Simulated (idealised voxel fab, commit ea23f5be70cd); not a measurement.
process module | voxel capacitor over wiring
cross-section cut | 275 nm wide | cells 5 nm
A cross-section is a grid of square cells, given in bands from the top down. A band is one or more rows of cells.
Each band's line starts with the height of the band's top and of its bottom, in nm. Then come its materials from left to right, each with its width in nm. One material with "throughout" fills the band from edge to edge. "air" is empty space.
Height 0 is the level under which the wafer as received is all one material. The lowest band goes on downwards, as in "0 down".
A width such as "30 to 40" changes by the same amount from each row of cells to the next, from the band's top row to its bottom row.
"no change" after a step means that no cell of the cross-section changed.
closed voids: empty space of 8 cells or more with no open way to the top, each as width x height at its distance from the left edge, in nm
after a step's settings: what the simulator itself notes on the step
overlay nm, on a step with a mask: how far to the right of its planned place the mask lay; to the left if negative
plan
1 op RECEIVE | material Si
2 op CONFORMAL_DEP | material SiO2 | thk nm 15
3 op DIRECTIONAL_DEP | material TiN | thk nm 5
4 op DIRECTIONAL_DEP | material Ru | thk nm 25
5 op PATTERN | tone cover | mask id METAL_1 | material resist | width nm 30 | pitch nm 100 | thk nm 20 | overlay nm 0
6 op DIRECTIONAL_ETCH | etch materials Ru | depth nm 25
7 op DIRECTIONAL_ETCH | etch materials TiN | depth nm 5
8 op STRIP | etch materials resist
9 op FILL_DEP | material lowk | thk nm 10
10 op CMP | height nm 45
11 op CONFORMAL_DEP | material SiCN | thk nm 5
12 op DIRECTIONAL_DEP | material SiO2 | thk nm 20
13 op MASKED_ETCH | tone open | mask id PLUG_1 | width nm 15 | etch materials SiO2 | depth nm 20 | overlay nm 0
14 op MASKED_ETCH | tone open | mask id PLUG_1 | width nm 15 | etch materials SiCN | depth nm 5 | overlay nm 0
15 op CONFORMAL_DEP | material TiN | thk nm 5
16 op FILL_DEP | material W | thk nm 10
17 op CMP | height nm 70
18 op DIRECTIONAL_DEP | material TiN | thk nm 5
19 op DIRECTIONAL_DEP | material SiN | thk nm 5
20 op DIRECTIONAL_DEP | material TiN | thk nm 5
21 op PATTERN | tone cover | mask id UPPER_PLATE | material resist | width nm 75 | thk nm 15 | overlay nm 0
22 op DIRECTIONAL_ETCH | etch materials TiN | depth nm 5
23 op DIRECTIONAL_ETCH | etch materials SiN | depth nm 5
24 op STRIP | etch materials resist
25 op MASKED_ETCH | tone cover | mask id LOWER_PLATE | width nm 85 | etch materials TiN | depth nm 5 | overlay nm 0
26 op FILL_DEP | material SiO2 | thk nm 20
27 op CMP | height nm 100
28 op DIRECTIONAL_DEP | material aC | thk nm 15
29 op PATTERN | tone open | mask id PLUG_2 | material resist | width nm 15 | thk nm 35 | overlay nm 0
30 op DIRECTIONAL_ETCH | etch materials aC | depth nm 15
31 op STRIP | etch materials resist
32 op DIRECTIONAL_ETCH | etch materials SiO2 | depth nm 15
33 op STRIP | etch materials aC
34 op CONFORMAL_DEP | material TiN | thk nm 5
35 op FILL_DEP | material W | thk nm 10
36 op CMP | height nm 100
37 op CONFORMAL_DEP | material SiN | thk nm 5
varied across the wafers: thk nm of step 37. The plan shows the first wafer's value. All wafers start alike
first wafer as received, after step 1
  0 down: Si throughout
  closed voids: none
each wafer at the end: cells of each material gained (+) or lost (-) since it was received, then its closed voids
thk nm 5 | +60 Ru | +52 SiCN | +70 SiN | +647 SiO2 | +62 TiN | +6 W | +258 lowk | closed voids: none
thk nm 10 | +60 Ru | +52 SiCN | +125 SiN | +647 SiO2 | +62 TiN | +6 W | +258 lowk | closed voids: none
thk nm 15 | +60 Ru | +52 SiCN | +180 SiN | +647 SiO2 | +62 TiN | +6 W | +258 lowk | closed voids: none
thk nm 20 | +60 Ru | +52 SiCN | +235 SiN | +647 SiO2 | +62 TiN | +6 W | +258 lowk | closed voids: none
